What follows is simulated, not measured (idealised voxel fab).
process module | voxel gate over fins
cross-section cut | 140 nm wide | cells 5 nm
A cross-section is a grid of square cells, given in bands from the top down. A band is one or more rows of cells.
Each band's line starts with the height of the band's top and of its bottom, in nm. Then come its materials from left to right, each with its width in nm. One material with "throughout" fills the band from edge to edge. "air" is empty space.
Height 0 is the level under which the wafer as received is all one material. The lowest band goes on downwards, as in "0 down".
A width such as "30 to 40" changes by the same amount from each row of cells to the next, from the band's top row to its bottom row.
"no change" after a step means that no cell of the cross-section changed.
closed voids: empty space of 8 cells or more with no open way to the top, each as width x height at its distance from the left edge, in nm
after a step's settings: what the simulator itself notes on the step
overlay nm, on a step with a mask: how far to the right of its planned place the mask lay; to the left if negative
plan
1 op RECEIVE | material Si
2 op CONFORMAL_DEP | material SiN | thk nm 5
3 op PATTERN | tone cover | mask id FINS | material resist | width nm 15 | pitch nm 40 | thk nm 20 | overlay nm 0
4 op DIRECTIONAL_ETCH | etch materials SiN | depth nm 5
5 op DIRECTIONAL_ETCH | etch materials Si | depth nm 40
6 op STRIP | etch materials resist
7 op FILL_DEP | material SiO2 | thk nm 10
8 op CMP | height nm 5
9 op SELECTIVE_ETCH | etch materials SiO2 | depth nm 20
10 op STRIP | etch materials SiN
11 op CONFORMAL_DEP | material HfO2 | thk nm 5
12 op CONFORMAL_DEP | material TiN | thk nm 5
13 op CONFORMAL_DEP | material TiAl | thk nm 5
14 op CONFORMAL_DEP | material TiN | thk nm 5
15 op FILL_DEP | material W | thk nm 10
16 op CMP | height nm 25
17 op CONFORMAL_DEP | material SiCN | thk nm 5
first wafer, as planned
as received, after step 1
  0 down: Si throughout
  closed voids: none
after step 2
  5 to 0: SiN throughout
  below 0: unchanged
after step 3
  25 to 5: air 40 | resist 15 | air 25 | resist 15 | air 45
  below 5: unchanged
after step 4
  25 to 5: air 40 | resist 15 | air 25 | resist 15 | air 45
  5 to 0: air 40 | SiN 15 | air 25 | SiN 15 | air 45
  below 0: unchanged
after step 5
  25 to 5: air 40 | resist 15 | air 25 | resist 15 | air 45
  5 to 0: air 40 | SiN 15 | air 25 | SiN 15 | air 45
  0 to -40: air 40 | Si 15 | air 25 | Si 15 | air 45
  below -40: unchanged
after step 6
  5 to 0: air 40 | SiN 15 | air 25 | SiN 15 | air 45
  below 0: unchanged
after step 7
  15 to 5: SiO2 throughout
  5 to 0: SiO2 40 | SiN 15 | SiO2 25 | SiN 15 | SiO2 45
  0 to -40: SiO2 40 | Si 15 | SiO2 25 | Si 15 | SiO2 45
  below -40: unchanged
after step 8
  5 to 0: SiO2 40 | SiN 15 | SiO2 25 | SiN 15 | SiO2 45
  below 0: unchanged
after step 9
  5 to 0: air 40 | SiN 15 | air 25 | SiN 15 | air 45
  0 to -15: air 40 | Si 15 | air 25 | Si 15 | air 45
  below -15: unchanged
after step 10
  0 to -15: air 40 | Si 15 | air 25 | Si 15 | air 45
  below -15: unchanged
after step 11
  5 to 0: air 35 | HfO2 25 | air 15 | HfO2 25 | air 40
  0 to -10: air 35 | HfO2 5 | Si 15 | HfO2 5 | air 15 | HfO2 5 | Si 15 | HfO2 5 | air 40
  -10 to -15: HfO2 40 | Si 15 | HfO2 25 | Si 15 | HfO2 45
  below -15: unchanged
after step 12
  10 to 5: air 30 | TiN 35 | air 5 | TiN 35 | air 35
  5 to 0: air 30 | TiN 5 | HfO2 25 | TiN 5 | air 5 | TiN 5 | HfO2 25 | TiN 5 | air 35
  0 to -5: air 30 | TiN 5 | HfO2 5 | Si 15 | HfO2 5 | TiN 5 | air 5 | TiN 5 | HfO2 5 | Si 15 | HfO2 5 | TiN 5 | air 35
  -5 to -10: TiN 35 | HfO2 5 | Si 15 | HfO2 5 | TiN 15 | HfO2 5 | Si 15 | HfO2 5 | TiN 40
  below -10: unchanged
after step 13
  15 to 10: air 25 | TiAl 85 | air 30
  10 to 5: air 25 | TiAl 5 | TiN 35 | TiAl 5 | TiN 35 | TiAl 5 | air 30
  5 to 0: air 25 | TiAl 5 | TiN 5 | HfO2 25 | TiN 5 | TiAl 5 | TiN 5 | HfO2 25 | TiN 5 | TiAl 5 | air 30
  0 to -5: TiAl 30 | TiN 5 | HfO2 5 | Si 15 | HfO2 5 | TiN 5 | TiAl 5 | TiN 5 | HfO2 5 | Si 15 | HfO2 5 | TiN 5 | TiAl 35
  below -5: unchanged
after step 14
  20 to 15: air 20 | TiN 95 | air 25
  15 to 10: air 20 | TiN 5 | TiAl 85 | TiN 5 | air 25
  10 to 5: air 20 | TiN 5 | TiAl 5 | TiN 35 | TiAl 5 | TiN 35 | TiAl 5 | TiN 5 | air 25
  5 to 0: TiN 25 | TiAl 5 | TiN 5 | HfO2 25 | TiN 5 | TiAl 5 | TiN 5 | HfO2 25 | TiN 5 | TiAl 5 | TiN 30
  below 0: unchanged
after step 15
  30 to 20: W throughout
  20 to 15: W 20 | TiN 95 | W 25
  15 to 10: W 20 | TiN 5 | TiAl 85 | TiN 5 | W 25
  10 to 5: W 20 | TiN 5 | TiAl 5 | TiN 35 | TiAl 5 | TiN 35 | TiAl 5 | TiN 5 | W 25
  below 5: unchanged
after step 16
  25 to 20: W throughout
  below 20: unchanged
after step 17
  30 to 25: SiCN throughout
  below 25: unchanged
second wafer: like start, like plan, one mistake. Through step 11 it matches the first wafer
when step 12 should have ended
  10 to 5: air 30 | TiAl 35 | air 5 | TiAl 35 | air 35
  5 to 0: air 30 | TiAl 5 | HfO2 25 | TiAl 5 | air 5 | TiAl 5 | HfO2 25 | TiAl 5 | air 35
  0 to -5: air 30 | TiAl 5 | HfO2 5 | Si 15 | HfO2 5 | TiAl 5 | air 5 | TiAl 5 | HfO2 5 | Si 15 | HfO2 5 | TiAl 5 | air 35
  -5 to -10: TiAl 35 | HfO2 5 | Si 15 | HfO2 5 | TiAl 15 | HfO2 5 | Si 15 | HfO2 5 | TiAl 40
  below -10: unchanged
when step 13 should have ended
  15 to 10: air 25 | TiN 85 | air 30
  10 to 5: air 25 | TiN 5 | TiAl 35 | TiN 5 | TiAl 35 | TiN 5 | air 30
  5 to 0: air 25 | TiN 5 | TiAl 5 | HfO2 25 | TiAl 5 | TiN 5 | TiAl 5 | HfO2 25 | TiAl 5 | TiN 5 | air 30
  0 to -5: TiN 30 | TiAl 5 | HfO2 5 | Si 15 | HfO2 5 | TiAl 5 | TiN 5 | TiAl 5 | HfO2 5 | Si 15 | HfO2 5 | TiAl 5 | TiN 35
  below -5: unchanged
when step 14 should have ended
  20 to 10: air 20 | TiN 95 | air 25
  10 to 5: air 20 | TiN 10 | TiAl 35 | TiN 5 | TiAl 35 | TiN 10 | air 25
  5 to 0: TiN 30 | TiAl 5 | HfO2 25 | TiAl 5 | TiN 5 | TiAl 5 | HfO2 25 | TiAl 5 | TiN 35
  below 0: unchanged
when step 15 should have ended
  30 to 20: W throughout
  20 to 10: W 20 | TiN 95 | W 25
  10 to 5: W 20 | TiN 10 | TiAl 35 | TiN 5 | TiAl 35 | TiN 10 | W 25
  below 5: unchanged
when step 16 should have ended
  25 to 20: W throughout
  below 20: unchanged
when step 17 should have ended
  30 to 25: SiCN throughout
  below 25: unchanged
what went wrong: steps 12 and 13 were swapped
at the end the second wafer has, in cells: 3 more of TiAl | 3 fewer of TiN
